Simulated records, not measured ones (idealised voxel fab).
Process module name: voxel capacitor over wiring
cross-section cut | 265 nm wide | cells 5 nm
When this document writes out a cross-section, it uses a grid of square cells and lists it as bands, beginning at the top and moving down, with a band standing for one or more rows of cells. Basically the band line says how high the top is and how high the bottom is, in nm, and then what's in it from left to right, every material with its width in nm. Empty space shows up as "blank", and if a single material carries "all across" it runs the full band edge to edge. We count height from 0. Below that, the starting wafer is all one material. The lowest band never ends at the bottom but goes on down; see "from 0 down" for how that is written. The expression "30->40" gives the width at the extremes of the band, the first number at its top row of cells and the second at its bottom row, with the width changing by equal amounts from each row to the next in between. What does "remained unchanged" mean for a step? It means no cell of the cross-section changed in that step. Empty spaces counting at least 8 cells and having no open way to the top are listed in "Unvented internal voids". The notation width x height at distance is used for each, the distance being from the left edge and all three values in nm. Where a step's line continues beyond its settings, the continuation is a remark by the simulator itself on that step. "overlay nm" denotes, for a step that has a mask, the displacement of the mask to the right of its planned place, with negative values corresponding to the left.

Here's what the planned process steps look like
1: RECEIVE with material Si
2: CONFORMAL_DEP with material SiO2, thk nm 15
3: CONFORMAL_DEP with material SiN, thk nm 5
4: DIRECTIONAL_DEP with material SiO2, thk nm 20
5: PATTERN with tone open, mask id METAL_1, material resist, width nm 30, pitch nm 80, thk nm 15, overlay nm 0
6: DIRECTIONAL_ETCH with etch materials SiO2, depth nm 20
7: DIRECTIONAL_ETCH with etch materials SiN, depth nm 5
8: STRIP with etch materials resist
9: CONFORMAL_DEP with material TiN, thk nm 5
10: FILL_DEP with material Ru, thk nm 5
11: CMP with height nm 40
12: EPI with material Ru, thk nm 5
13: FILL_DEP with material SiCN, thk nm 5
14: DIRECTIONAL_DEP with material SiO2, thk nm 20
15: MASKED_ETCH with tone open, mask id PLUG_1, width nm 15, etch materials SiO2, depth nm 20, overlay nm 0
16: MASKED_ETCH with tone open, mask id PLUG_1, width nm 15, etch materials SiCN, depth nm 5, overlay nm 0
17: EPI with material Ru, thk nm 10
18: EPI with material Ru, thk nm 10
19: EPI with material Ru, thk nm 5
20: DIRECTIONAL_DEP with material TiN, thk nm 10
21: DIRECTIONAL_DEP with material Al2O3, thk nm 5
22: DIRECTIONAL_DEP with material TiN, thk nm 10
23: DIRECTIONAL_DEP with material aC, thk nm 15
24: PATTERN with tone cover, mask id UPPER_PLATE, material resist, width nm 55, thk nm 30, overlay nm 0
25: DIRECTIONAL_ETCH with etch materials aC, depth nm 15
26: STRIP with etch materials resist
27: DIRECTIONAL_ETCH with etch materials TiN, depth nm 10
28: DIRECTIONAL_ETCH with etch materials Al2O3, depth nm 5
29: STRIP with etch materials aC
30: MASKED_ETCH with tone cover, mask id LOWER_PLATE, width nm 65, etch materials TiN, depth nm 10, overlay nm 0
31: FILL_DEP with material SiO2, thk nm 15
32: CMP with height nm 105
33: DIRECTIONAL_DEP with material aC, thk nm 10
34: PATTERN with tone open, mask id PLUG_2, material resist, width nm 15, thk nm 30, overlay nm 0
35: DIRECTIONAL_ETCH with etch materials aC, depth nm 10
36: STRIP with etch materials resist
37: DIRECTIONAL_ETCH with etch materials SiO2, depth nm 10
38: STRIP with etch materials aC
39: CONFORMAL_DEP with material TiN, thk nm 5
40: FILL_DEP with material Cu, thk nm 5
41: CMP with height nm 105
42: CONFORMAL_DEP with material SiCN, thk nm 5

As received (post step 1): cross-section
from 0 down  Si all across
Unvented internal voids: none

The module was run from the start shown above using the plan shown above, but one mistake was made doing it; the resulting wafer cross-section is below
from 110 to 105  SiCN all across
from 105 to 100  Cu: 95 | TiN: 5 | SiO2: 15 | TiN: 5 | Cu: 145
from 100 to 95  TiN: 100 | SiO2: 15 | TiN: 150
from 95 to 85  SiO2: 90 | TiN: 55 | SiO2: 120
from 85 to 80  SiO2: 90 | Al2O3: 55 | SiO2: 120
from 80 to 70  SiO2: 85 | TiN: 65 | SiO2: 115
from 70 to 50  SiO2: 90 | Ru: 15 | SiO2: 160
from 50 to 45  SiCN: 90 | Ru: 15 | SiCN: 160
from 45 to 40  SiCN: 70 | Ru: 40 | SiCN: 40 | Ru: 40 | SiCN: 75
from 40 to 20  SiO2: 75 | TiN: 5 | Ru: 20 | TiN: 5 | SiO2: 50 | TiN: 5 | Ru: 20 | TiN: 5 | SiO2: 80
from 20 to 15  SiN: 75 | TiN: 30 | SiN: 50 | TiN: 30 | SiN: 80
from 15 to 0  SiO2 all across
from 0 down  Si all across
Unvented internal voids: none
Error vs. plan: step 34 ran as: PATTERN with tone cover, mask id PLUG_2, material resist, width nm 15, thk nm 30, overlay nm 0
